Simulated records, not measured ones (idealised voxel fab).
A process module follows: voxel gate over fins.
Cross-section cut: width 255 nm, square cells of 5 nm.
A cross-section in this document is a grid of square cells, and it is written down as bands, the top band listed before the ones below it; a band is made up of one or more rows of cells. In this notation a band is specified by the heights of its top and bottom, in that order and in nm, after which its materials appear from left to right, each paired with its width in nm. The word "all across" attached to a single material means that material fills the band from edge to edge; the word "blank" stands for empty space. Note: height 0 marks the level under which the wafer is uniformly one material as received. Lowest band unbounded below, written "0 and below". With a width like "30->40", each row of cells in the band differs from the next by the same amount, the top row carrying the first number and the bottom row the second. The designation "nothing changed", where it is given for a processing step, indicates that no cell of the cross-section was altered in the course of that step. Closed-off voids of 8+ cells (no open route to the top) go in "Encapsulated voids", written width x height at distance from the left edge, in nm. Heads up: the bit after the settings on a step's line is the simulator's remark on that step. The setting "overlay nm" may be written on the line of a step. When the step uses a mask, the value reports how far to the right of the planned place the mask lay, and a negative value reports that it lay to the left.

[The planned process steps are enumerated hereunder]
step 1: RECEIVE (material Si)
step 2: CONFORMAL_DEP (material SiN; thk nm 5)
step 3: DIRECTIONAL_DEP (material aC; thk nm 15)
step 4: PATTERN (tone cover; mask id FINS; material resist; width nm 15; pitch nm 50; thk nm 30; overlay nm 0)
step 5: DIRECTIONAL_ETCH (etch materials aC; depth nm 15)
step 6: STRIP (etch materials resist)
step 7: DIRECTIONAL_ETCH (etch materials SiN; depth nm 5)
step 8: DIRECTIONAL_ETCH (etch materials Si; depth nm 40)
step 9: STRIP (etch materials aC)
step 10: OXIDIZE (depth nm 5)
step 11: FILL_DEP (material SiO2; thk nm 15)
step 12: CMP (height nm 5)
step 13: PATTERN (tone open; mask id RAIL; material resist; width nm 15; thk nm 15; overlay nm 0)
step 14: DIRECTIONAL_ETCH (etch materials SiO2; depth nm 40)
step 15: STRIP (etch materials resist)
step 16: CONFORMAL_DEP (material TiN; thk nm 5)
step 17: FILL_DEP (material Ru; thk nm 10)
step 18: CMP (height nm 5)
step 19: SELECTIVE_ETCH (etch materials W Ru TiN; depth nm 25)
step 20: FILL_DEP (material SiO2; thk nm 5)
step 21: CMP (height nm 5)
step 22: SELECTIVE_ETCH (etch materials SiO2; depth nm 15)
step 23: STRIP (etch materials SiN)
step 24: CONFORMAL_DEP (material HfO2; thk nm 5)
step 25: CONFORMAL_DEP (material TiN; thk nm 5)
step 26: CONFORMAL_DEP (material TiAl; thk nm 5)
step 27: CONFORMAL_DEP (material TiN; thk nm 5)
step 28: FILL_DEP (material W; thk nm 10)
step 29: CMP (height nm 25)
step 30: CONFORMAL_DEP (material SiN; thk nm 5)

[Step 1 complete: cross-section of the wafer as received]
- 0 and below  Si all across
- Encapsulated voids: none

[What the wafer looks like in cross-section after this module, when it starts as shown above and follows the plan above but one mistake is made in running it]
- 30 down to 25  SiN all across
- 25 down to 20  W all across
- 20 down to 15  W 55  TiN 45  W 5  TiN 45  W 5  TiN 45  W 55
- 15 down to 10  W 55  TiN 5  TiAl 35  TiN 15  TiAl 35  TiN 5  W 5  TiN 5  TiAl 35  TiN 5  W 55
- 10 down to 5  TiN 60  TiAl 5  TiN 25  TiAl 25  TiN 25  TiAl 5  TiN 15  TiAl 5  TiN 25  TiAl 5  TiN 60
- 5 down to 0  TiAl 65  TiN 5  HfO2 15  TiN 35  HfO2 15  TiN 5  TiAl 25  TiN 5  HfO2 15  TiN 5  TiAl 65
- 0 down to -5  TiN 70  HfO2 5  Si 5  HfO2 5  TiN 5  HfO2 25  TiN 5  HfO2 5  Si 5  HfO2 5  TiN 35  HfO2 5  Si 5  HfO2 5  TiN 70
- -5 down to -10  HfO2 75  Si 5  HfO2 15  TiN 5  Ru 5  TiN 5  HfO2 15  Si 5  HfO2 45  Si 5  HfO2 75
- -10 down to -30  SiO2 75  Si 5  SiO2 15  TiN 5  Ru 5  TiN 5  SiO2 15  Si 5  SiO2 45  Si 5  SiO2 75
- -30 down to -35  SiO2 75  Si 5  SiO2 15  TiN 15  SiO2 15  Si 5  SiO2 45  Si 5  SiO2 75
- -35 down to -45  SiO2 75  Si 5  SiO2 45  Si 5  SiO2 45  Si 5  SiO2 75
- -45 and below  Si all across
- Encapsulated voids: none
Which mistake was made when the wafer was run? step 18 of the plan was bypassed and not carried out
